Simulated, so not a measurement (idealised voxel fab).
voxel transistor to metal: a process module
This is section cut - it's 165 nm across, gridded in 5 nm square cells.
Notation: cross-section as square-cell grid; stated in bands, top first, going down; one or more cell rows per band. Quick guide to a band line: top height, bottom height (nm) up front; then every material left to right with its width in nm. Only one material and it's marked "all across"? Then it fills the band edge to edge. And "empty" just means empty space. Below 0: as-received wafer, all one material; heights counted from there. Lowest band: no bottom, goes on down, written "from 0 down". Width spec "30..40" -> top row of cells at first value, bottom row at second value, equal per-row change in between. "remains unaltered" means the step left every cell of the cross-section as it was. Each empty space that has no open way to the top and spans at least 8 cells appears under "Unvented voids" as width x height at distance, the distance counted from the left edge, all in nm. Post-settings text on a step line: simulator's own remark regarding the step. overlay nm: for a step with a mask, the amount by which the mask lay right of where it was planned; a negative amount means left of it.
Process steps - plan:
1,RECEIVE,material Si
2,CONFORMAL_DEP,material SiO2,thk nm 5
3,CONFORMAL_DEP,material SiN,thk nm 10
4,MASKED_ETCH,tone cover,mask id ACTIVE,width nm 110,etch materials SiN,depth nm 10,overlay nm 0
5,MASKED_ETCH,tone cover,mask id ACTIVE,width nm 110,etch materials SiO2,depth nm 5,overlay nm 0
6,MASKED_ETCH,tone cover,mask id ACTIVE,width nm 110,etch materials Si,depth nm 35,overlay nm -10
7,FILL_DEP,material SiO2,thk nm 15
8,CMP,height nm 15
9,SELECTIVE_ETCH,etch materials SiO2,depth nm 10
10,STRIP,etch materials SiN
11,SELECTIVE_ETCH,etch materials SiO2,depth nm 5
12,OXIDIZE,depth nm 5
13,DIRECTIONAL_DEP,material polySi,thk nm 25
14,DIRECTIONAL_DEP,material SiCN,thk nm 10
15,DIRECTIONAL_DEP,material aC,thk nm 15
16,PATTERN,tone cover,mask id GATE,material resist,width nm 20,thk nm 30,overlay nm 0
17,DIRECTIONAL_ETCH,etch materials aC,depth nm 15
18,STRIP,etch materials resist
19,DIRECTIONAL_ETCH,etch materials SiCN,depth nm 20
20,DIRECTIONAL_ETCH,etch materials polySi,depth nm 35
21,STRIP,etch materials aC
22,CONFORMAL_DEP,material SiO2,thk nm 5
23,DIRECTIONAL_ETCH,etch materials SiO2,depth nm 5
24,CONFORMAL_DEP,material SiN,thk nm 5
25,DIRECTIONAL_ETCH,etch materials SiN,depth nm 5
26,DIRECTIONAL_ETCH,etch materials SiO2,depth nm 5
27,DIRECTIONAL_ETCH,etch materials Si,depth nm 10
28,EPI,material nSi,thk nm 15
29,FILL_DEP,material SiO2,thk nm 5
30,CMP,height nm 35
31,DIRECTIONAL_DEP,material SiO2,thk nm 10
32,PATTERN,tone open,mask id CONTACT,material resist,width nm 35,pitch nm 65,thk nm 20,overlay nm 0
33,DIRECTIONAL_ETCH,etch materials SiO2,depth nm 45
34,STRIP,etch materials resist
35,CONFORMAL_DEP,material TiN,thk nm 5
36,FILL_DEP,material Ru,thk nm 10
37,CMP,height nm 45
38,CONFORMAL_DEP,material SiN,thk nm 5
39,DIRECTIONAL_DEP,material lowk,thk nm 20
40,PATTERN,tone open,mask id METAL_1,material resist,width nm 20,pitch nm 80,thk nm 15,overlay nm 0
41,DIRECTIONAL_ETCH,etch materials lowk,depth nm 20
42,DIRECTIONAL_ETCH,etch materials SiN,depth nm 5
43,STRIP,etch materials resist
44,CONFORMAL_DEP,material TiN,thk nm 5
45,FILL_DEP,material W,thk nm 5
46,CMP,height nm 70
47,CONFORMAL_DEP,material SiCN,thk nm 5
Variable across wafers: step 6 overlay nm (plan value is that of the first wafer; starting state common to all).
Cross-section: the first of several wafers in its as-received state, i.e. following step 1:
  from 0 down  Si all across
  Unvented voids: none
Cross-section after step 47, the final step of the module, for the first of several wafers:
  from 75 to 70  SiCN all across
  from 70 to 50  30 nm lowk / 5 nm TiN / 10 nm W / 5 nm TiN / 60 nm lowk / 5 nm TiN / 10 nm W / 5 nm TiN / 35 nm lowk
  from 50 to 45  30 nm SiN / 20 nm TiN / 60 nm SiN / 20 nm TiN / 35 nm SiN
  from 45 to 35  30 nm SiO2 / 5 nm TiN / 25..20 nm Ru / 5..10 nm TiN / 30 nm SiO2 / 5..10 nm TiN / 25..20 nm Ru / 5 nm TiN / 35 nm SiO2
  from 35 to 25  30 nm SiO2 / 5 nm TiN / 20 nm Ru / 5 nm TiN / 5 nm SiN / 5 nm SiO2 / 20 nm SiCN / 5 nm SiO2 / 5 nm SiN / 5 nm TiN / 20 nm Ru / 5 nm TiN / 35 nm SiO2
  from 25 to 15  30 nm SiO2 / 5 nm TiN / 20 nm Ru / 5 nm TiN / 5 nm SiN / 5 nm SiO2 / 20 nm polySi / 5 nm SiO2 / 5 nm SiN / 5 nm TiN / 20 nm Ru / 5 nm TiN / 35 nm SiO2
  from 15 to 10  30 nm SiO2 / 5 nm TiN / 5 nm Ru / 20 nm TiN / 5 nm SiN / 5 nm SiO2 / 20 nm polySi / 5 nm SiO2 / 5 nm SiN / 20 nm TiN / 5 nm Ru / 5 nm TiN / 35 nm SiO2
  from 10 to 5  30 nm SiO2 / 5 nm TiN / 5 nm Ru / 5 nm TiN / 15 nm nSi / 5 nm SiN / 5 nm SiO2 / 20 nm polySi / 5 nm SiO2 / 5 nm SiN / 15 nm nSi / 5 nm TiN / 5 nm Ru / 5 nm TiN / 35 nm SiO2
  from 5 to 0  30 nm SiO2 / 15 nm TiN / 15 nm nSi / 5 nm SiN / 5 nm SiO2 / 20 nm polySi / 5 nm SiO2 / 5 nm SiN / 15 nm nSi / 15 nm TiN / 35 nm SiO2
  from 0 to -5  10 nm SiO2 / 50 nm nSi / 40 nm SiO2 / 40 nm nSi / 25 nm SiO2
  from -5 to -15  15 nm SiO2 / 45 nm nSi / 40 nm Si / 35 nm nSi / 30 nm SiO2
  from -15 to -35  15 nm SiO2 / 120 nm Si / 30 nm SiO2
  from -35 down  Si all across
  Unvented voids: none
End of module: cross-section, last of several wafers:
  from 75 to 70  SiCN all across
  from 70 to 50  30 nm lowk / 5 nm TiN / 10 nm W / 5 nm TiN / 60 nm lowk / 5 nm TiN / 10 nm W / 5 nm TiN / 35 nm lowk
  from 50 to 45  30 nm SiN / 20 nm TiN / 60 nm SiN / 20 nm TiN / 35 nm SiN
  from 45 to 35  30 nm SiO2 / 5 nm TiN / 25..20 nm Ru / 5..10 nm TiN / 30 nm SiO2 / 5..10 nm TiN / 25..20 nm Ru / 5 nm TiN / 35 nm SiO2
  from 35 to 25  30 nm SiO2 / 5 nm TiN / 20 nm Ru / 5 nm TiN / 5 nm SiN / 5 nm SiO2 / 20 nm SiCN / 5 nm SiO2 / 5 nm SiN / 5 nm TiN / 20 nm Ru / 5 nm TiN / 35 nm SiO2
  from 25 to 15  30 nm SiO2 / 5 nm TiN / 20 nm Ru / 5 nm TiN / 5 nm SiN / 5 nm SiO2 / 20 nm polySi / 5 nm SiO2 / 5 nm SiN / 5 nm TiN / 20 nm Ru / 5 nm TiN / 35 nm SiO2
  from 15 to 10  30 nm SiO2 / 5 nm TiN / 5 nm Ru / 20 nm TiN / 5 nm SiN / 5 nm SiO2 / 20 nm polySi / 5 nm SiO2 / 5 nm SiN / 20 nm TiN / 5 nm Ru / 5 nm TiN / 35 nm SiO2
  from 10 to 5  30 nm SiO2 / 5 nm TiN / 5 nm Ru / 5 nm TiN / 15 nm nSi / 5 nm SiN / 5 nm SiO2 / 20 nm polySi / 5 nm SiO2 / 5 nm SiN / 15 nm nSi / 5 nm TiN / 5 nm Ru / 5 nm TiN / 35 nm SiO2
  from 5 to 0  30 nm SiO2 / 15 nm TiN / 15 nm nSi / 5 nm SiN / 5 nm SiO2 / 20 nm polySi / 5 nm SiO2 / 5 nm SiN / 15 nm nSi / 15 nm TiN / 35 nm SiO2
  from 0 to -5  20 nm SiO2 / 40 nm nSi / 40 nm SiO2 / 55 nm nSi / 10 nm SiO2
  from -5 to -15  25 nm SiO2 / 35 nm nSi / 40 nm Si / 50 nm nSi / 15 nm SiO2
  from -15 to -35  25 nm SiO2 / 125 nm Si / 15 nm SiO2
  from -35 down  Si all across
  Unvented voids: none
wafer rows; end of module; cells per material since receipt: (+) gained, (-) lost; then closed voids:
overlay nm -10; +54 Ru; -119 Si; +41 SiCN; +39 SiN; +212 SiO2; +70 TiN; +16 W; +100 lowk; +62 nSi; +20 polySi; Unvented voids: none
overlay nm -5; +54 Ru; -123 Si; +41 SiCN; +39 SiN; +219 SiO2; +70 TiN; +16 W; +100 lowk; +59 nSi; +20 polySi; Unvented voids: none
overlay nm 0; +54 Ru; -127 Si; +41 SiCN; +39 SiN; +226 SiO2; +70 TiN; +16 W; +100 lowk; +56 nSi; +20 polySi; Unvented voids: none
overlay nm 5; +54 Ru; -123 Si; +41 SiCN; +39 SiN; +219 SiO2; +70 TiN; +16 W; +100 lowk; +59 nSi; +20 polySi; Unvented voids: none
overlay nm 10; +54 Ru; -119 Si; +41 SiCN; +39 SiN; +212 SiO2; +70 TiN; +16 W; +100 lowk; +62 nSi; +20 polySi; Unvented voids: none
overlay nm 15; +54 Ru; -115 Si; +41 SiCN; +39 SiN; +205 SiO2; +70 TiN; +16 W; +100 lowk; +65 nSi; +20 polySi; Unvented voids: none
